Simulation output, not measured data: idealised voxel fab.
voxel self aligned contacts: a process module
Square cells of 5 nm make up the cross-section cut, whose width is 270 nm.
A cross-section is written here as square cells arranged in a grid, and it is given in bands from the top down, each band taking up one or more rows of cells. What a band's entry tells you: where the top is and where the bottom is, as heights in nm, and after that what lies inside, material by material from left to right, each with its width in nm. Empty space is written as the word "blank", and a single material marked with the word "all across" occupies the band from edge to edge. Measure heights from 0. That's the level where, below it, the as-received wafer is all one material. The lowest band is bottomless and extends downward; write it as in "from 0 down". With a width like "30->40", each row of cells in the band differs from the next by the same amount, the top row carrying the first number and the bottom row the second. "no alterations made" (step): cross-section cells unchanged, all of them. "Enclosed cavity list" lists enclosed empty spaces (at least 8 cells, no open path upward to the top), each as width x height at distance from the left edge, in nm. Formally, on a step line, whatever follows the settings is a remark that the simulator itself makes on the step. For masked steps, "overlay nm" on the step line gives how far right of plan the mask actually lay; a minus sign means it lay to the left.

The steps planned for the process are as follows
- 1: RECEIVE: material Si
- 2: CONFORMAL_DEP: material SiO2, thk nm 5
- 3: DIRECTIONAL_DEP: material polySi, thk nm 30
- 4: DIRECTIONAL_DEP: material SiN, thk nm 15
- 5: MASKED_ETCH: tone cover, mask id GATE, width nm 25, pitch nm 55, etch materials SiN, depth nm 15, overlay nm 0
- 6: MASKED_ETCH: tone cover, mask id GATE, width nm 25, pitch nm 55, etch materials polySi, depth nm 30, overlay nm 0
- 7: CONFORMAL_DEP: material SiN, thk nm 5
- 8: DIRECTIONAL_ETCH: etch materials SiN, depth nm 5
- 9: FILL_DEP: material SiO2, thk nm 10
- 10: CMP: height nm 55
- 11: DIRECTIONAL_DEP: material aC, thk nm 15
- 12: PATTERN: tone open, mask id CONTACT, material resist, width nm 40, thk nm 30, overlay nm 0
- 13: DIRECTIONAL_ETCH: etch materials aC, depth nm 15
- 14: STRIP: etch materials resist
- 15: DIRECTIONAL_ETCH: etch materials SiO2, depth nm 55
- 16: STRIP: etch materials aC
- 17: CONFORMAL_DEP: material TiN, thk nm 5
- 18: FILL_DEP: material W, thk nm 10
- 19: CMP: height nm 55
- 20: CONFORMAL_DEP: material SiN, thk nm 5

Cross-section of the wafer at receipt, which is the condition after step 1
	from 0 down | Si all across
	Enclosed cavity list: none

Look at the cross-section after the module: the wafer started out the way shown above and the plan was the one shown above, yet one mistake was made along the way
	from 60 to 55 | SiN all across
	from 55 to 50 | SiO2: 115 / TiN: 15 / W: 10 / TiN: 15 / SiO2: 115
	from 50 to 35 | SiO2: 90 / SiN: 35 / TiN: 5 / W: 10 / TiN: 5 / SiN: 35 / SiO2: 90
	from 35 to 30 | SiO2: 125 / TiN: 20 / SiO2: 125
	from 30 to 0 | polySi all across
	from 0 down | Si all across
	Enclosed cavity list: none
What went wrong in running the wafer? the processing plan was not followed for steps 2 and 3, which were run with their positions exchanged
